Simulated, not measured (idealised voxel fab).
Module name: voxel tone inversion (process module)
The cross-section on display is named cut; it measures 210 nm wide, and its cells are 5 nm squares.
Format of a cross-section: grid, square cells. Given as bands. Order: top down. Band: one or more rows of cells.
Band entry format. Leading values: height of top, height of bottom, nm. Remainder: materials in left-to-right order, each with its width in nm. Special words: "everywhere" on a single material, which then fills the band edge to edge; "blank", empty space.
Height is counted from the level 0, under which the received wafer is composed throughout of one material. The lowest of the bands is not closed at the bottom but continues downward, in the notation "z 0 and below".
When a width is written as two numbers, as in "30 to 40", the first number is the width in the top row of cells of the band and the second is the width in its bottom row, and the width changes by the same amount from each row to the next.
Step marked "no change occurred"? Then no cell in the cross-section changed in it.
Any empty space of 8 cells or more lacking an open way to the top shows up in "Closed void entries" as width x height at distance, distance from the left edge, in nm.
Text after the settings on a step's line: the simulator's own remark on that step.
overlay nm: on a step with a mask, how far right of its planned place the mask lay; negative means left.

-- The process steps that were planned are listed below
1 op RECEIVE | material Si
2 op CONFORMAL_DEP | material SiCN | thk nm 10
3 op DIRECTIONAL_DEP | material aC | thk nm 15
4 op PATTERN | tone cover | mask id POSTS | material resist | width nm 15 | pitch nm 30 | thk nm 25 | overlay nm 0
5 op DIRECTIONAL_ETCH | etch materials aC | depth nm 15
6 op STRIP | etch materials resist
7 op FILL_DEP | material lowk | thk nm 10
8 op CMP | height nm 25
9 op STRIP | etch materials aC

-- Cross-section of the wafer as it came to us, i.e., already through step 1
- z 0 and below  Si everywhere
- Closed void entries: none

-- first wafer at the end, as planned
- z 25 to 10  lowk 80 nm / blank 15 nm / lowk 15 nm / blank 15 nm / lowk 85 nm
- z 10 to 0  SiCN everywhere
- z 0 and below  Si everywhere
- Closed void entries: none

-- Cross-section of the latter of the two wafers at module completion. It had an identical start and an identical plan to the former; in running it, one mistake was made
- z 25 to 15  SiCN everywhere
- z 15 to 0  aC everywhere
- z 0 and below  Si everywhere
- Closed void entries: none
Short version of what went wrong: swap of plan steps 2 and 3 during execution
End check, counted in cells, second wafer has more or fewer of these materials than the first: 126 more of aC; 108 fewer of lowk
